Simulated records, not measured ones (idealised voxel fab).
The name of this process module is voxel capacitor over wiring.
cross-section cut | 300 nm wide | cells 5 nm
The cross-sections in this document take the form of a grid made of square cells. They are written out as bands, in order from top to bottom. Each band consists of one or more rows of cells. First you get the band's top height and its bottom height, in nm, and then the materials it's made of, left to right, with each width in nm. If you see a single material with "all across", that one covers the band edge to edge. "blank" is empty space. Counting heights begins at 0, where everything beneath is, in the wafer as received, one material. The lowest band has no bottom; it goes on downwards, as "0 nm and below" shows. So if you see something like "30 to 40" for the width, read it as the top row of the band sitting at the first number and the bottom row at the second, with every row in between moving by the same amount as the last. Step note "identical to before" = no cross-section cell changed. This entry, "Closed internal cavities", enumerates those empty regions of no fewer than 8 cells that possess no open connection to the top. Each region is reported in the form width x height at distance, the distance being taken from the left edge, with all three quantities expressed in nm. Note: text after step settings on the step line = simulator remark on that step. "overlay nm", when on a step's line for a step with a mask, measures how far to the right of its planned place the mask lay; a negative measure means to the left.
Listed below are the process steps as planned:
1,RECEIVE (material Si)
2,CONFORMAL_DEP (material SiO2; thk nm 15)
3,DIRECTIONAL_DEP (material TiN; thk nm 5)
4,DIRECTIONAL_DEP (material Ru; thk nm 20)
5,DIRECTIONAL_DEP (material aC; thk nm 15)
6,PATTERN (tone cover; mask id METAL_1; material resist; width nm 25; pitch nm 90; thk nm 35; overlay nm 0)
7,DIRECTIONAL_ETCH (etch materials aC; depth nm 15)
8,STRIP (etch materials resist)
9,DIRECTIONAL_ETCH (etch materials Ru; depth nm 20)
10,DIRECTIONAL_ETCH (etch materials TiN; depth nm 5)
11,STRIP (etch materials aC)
12,FILL_DEP (material lowk; thk nm 10)
13,CMP (height nm 40)
14,CONFORMAL_DEP (material SiCN; thk nm 5)
15,DIRECTIONAL_DEP (material lowk; thk nm 20)
16,PATTERN (tone open; mask id PLUG_1; material resist; width nm 15; thk nm 20; overlay nm 0)
17,DIRECTIONAL_ETCH (etch materials lowk; depth nm 20)
18,DIRECTIONAL_ETCH (etch materials SiCN; depth nm 5)
19,STRIP (etch materials resist)
20,CONFORMAL_DEP (material TiN; thk nm 5)
21,FILL_DEP (material W; thk nm 10)
22,CMP (height nm 65)
23,DIRECTIONAL_DEP (material TiN; thk nm 5)
24,DIRECTIONAL_DEP (material Al2O3; thk nm 5)
25,DIRECTIONAL_DEP (material TiN; thk nm 10)
26,DIRECTIONAL_DEP (material aC; thk nm 15)
27,PATTERN (tone cover; mask id UPPER_PLATE; material resist; width nm 70; thk nm 30; overlay nm 0)
28,DIRECTIONAL_ETCH (etch materials aC; depth nm 15)
29,STRIP (etch materials resist)
30,DIRECTIONAL_ETCH (etch materials TiN; depth nm 10)
31,DIRECTIONAL_ETCH (etch materials Al2O3; depth nm 5)
32,STRIP (etch materials aC)
33,MASKED_ETCH (tone cover; mask id LOWER_PLATE; width nm 80; etch materials TiN; depth nm 5; overlay nm 0)
34,FILL_DEP (material SiO2; thk nm 20)
35,CMP (height nm 100)
36,PATTERN (tone open; mask id PLUG_2; material resist; width nm 15; thk nm 20; overlay nm 0)
37,DIRECTIONAL_ETCH (etch materials SiO2; depth nm 15)
38,STRIP (etch materials resist)
39,CONFORMAL_DEP (material TiN; thk nm 5)
40,FILL_DEP (material Ru; thk nm 5)
41,CMP (height nm 100)
42,CONFORMAL_DEP (material SiN; thk nm 5)
Delivered wafer in cross-section: state after step 1:
	0 nm and below: Si all across
	Closed internal cavities: none
Cross-section taken at module completion on the first of two wafers; processed per the plan:
	105 nm to 100 nm: SiN all across
	100 nm to 90 nm: SiO2 110 / TiN 5 / Ru 5 / TiN 5 / SiO2 175
	90 nm to 85 nm: SiO2 110 / TiN 15 / SiO2 175
	85 nm to 75 nm: SiO2 100 / TiN 70 / SiO2 130
	75 nm to 70 nm: SiO2 100 / Al2O3 70 / SiO2 130
	70 nm to 65 nm: SiO2 95 / TiN 80 / SiO2 125
	65 nm to 45 nm: lowk 100 / TiN 5 / W 5 / TiN 5 / lowk 185
	45 nm to 40 nm: SiCN 100 / TiN 15 / SiCN 185
	40 nm to 20 nm: lowk 90 / Ru 25 / lowk 65 / Ru 25 / lowk 95
	20 nm to 15 nm: lowk 90 / TiN 25 / lowk 65 / TiN 25 / lowk 95
	15 nm to 0 nm: SiO2 all across
	0 nm and below: Si all across
	Closed internal cavities: none
Cross-section, second wafer: same start as the first, same plan as the first, one mistake in running it; taken at the end of the module:
	105 nm to 100 nm: SiN all across
	100 nm to 90 nm: SiO2 110 / TiN 5 / Ru 5 / TiN 5 / SiO2 175
	90 nm to 85 nm: SiO2 110 / TiN 15 / SiO2 175
	85 nm to 75 nm: SiO2 105 / TiN 60 / SiO2 135
	75 nm to 70 nm: SiO2 105 / Al2O3 60 / SiO2 135
	70 nm to 65 nm: SiO2 95 / TiN 80 / SiO2 125
	65 nm to 45 nm: lowk 100 / TiN 5 / W 5 / TiN 5 / lowk 185
	45 nm to 40 nm: SiCN 100 / TiN 15 / SiCN 185
	40 nm to 20 nm: lowk 90 / Ru 25 / lowk 65 / Ru 25 / lowk 95
	20 nm to 15 nm: lowk 90 / TiN 25 / lowk 65 / TiN 25 / lowk 95
	15 nm to 0 nm: SiO2 all across
	0 nm and below: Si all across
	Closed internal cavities: none
In executing the process, a mistake was made relative to the plan: step 27 ran with different settings than intended, the actual operation and settings being PATTERN (tone cover; mask id UPPER_PLATE; material resist; width nm 60; thk nm 30; overlay nm 0)
It is noted that, at the conclusion of processing, the second wafer exhibits a higher or lower cell count for certain materials relative to the first: Al2O3 -2; SiO2 +6; TiN -4
